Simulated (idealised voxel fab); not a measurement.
process module | voxel tone inversion
cross-section cut | 205 nm wide | cells 5 nm
A cross-section is a grid of square cells, given in bands from the top down. A band is one or more rows of cells.
Each band's line starts with the height of the band's top and of its bottom, in nm. Then come its materials from left to right, each with its width in nm. One material with "throughout" fills the band from edge to edge. "air" is empty space.
Height 0 is the level under which the wafer as received is all one material. The lowest band goes on downwards, as in "0 down".
A width such as "30 to 40" changes by the same amount from each row of cells to the next, from the band's top row to its bottom row.
"no change" after a step means that no cell of the cross-section changed.
closed voids: empty space of 8 cells or more with no open way to the top, each as width x height at its distance from the left edge, in nm
after a step's settings: what the simulator itself notes on the step
overlay nm, on a step with a mask: how far to the right of its planned place the mask lay; to the left if negative
plan
1 op RECEIVE | material Si
2 op CONFORMAL_DEP | material SiCN | thk nm 5
3 op DIRECTIONAL_DEP | material aC | thk nm 25
4 op PATTERN | tone cover | mask id POSTS | material resist | width nm 25 | pitch nm 40 | thk nm 35 | overlay nm 0
5 op DIRECTIONAL_ETCH | etch materials aC | depth nm 25
6 op STRIP | etch materials resist
7 op FILL_DEP | material lowk | thk nm 10
8 op CMP | height nm 30
9 op STRIP | etch materials aC
10 op CONFORMAL_DEP | material TiN | thk nm 5
11 op FILL_DEP | material Cu | thk nm 5
12 op CMP | height nm 30
13 op CONFORMAL_DEP | material SiN | thk nm 5
as received, after step 1
  0 down: Si throughout
  closed voids: none
a wafer at the end: this start, this plan, one mistake
  35 to 30: SiN throughout
  30 to 10: Cu 25 | TiN 5 | lowk 25 | TiN 5 | Cu 5 | TiN 5 | lowk 25 | TiN 5 | Cu 5 | TiN 5 | lowk 25 | TiN 5 | Cu 5 | TiN 5 | lowk 25 | TiN 5 | Cu 25
  10 to 5: TiN 30 | lowk 25 | TiN 15 | lowk 25 | TiN 15 | lowk 25 | TiN 15 | lowk 25 | TiN 30
  5 to 0: SiCN throughout
  0 down: Si throughout
  closed voids: none
what went wrong: step 4 ran as: op PATTERN | tone open | mask id POSTS | material resist | width nm 25 | pitch nm 40 | thk nm 35 | overlay nm 0
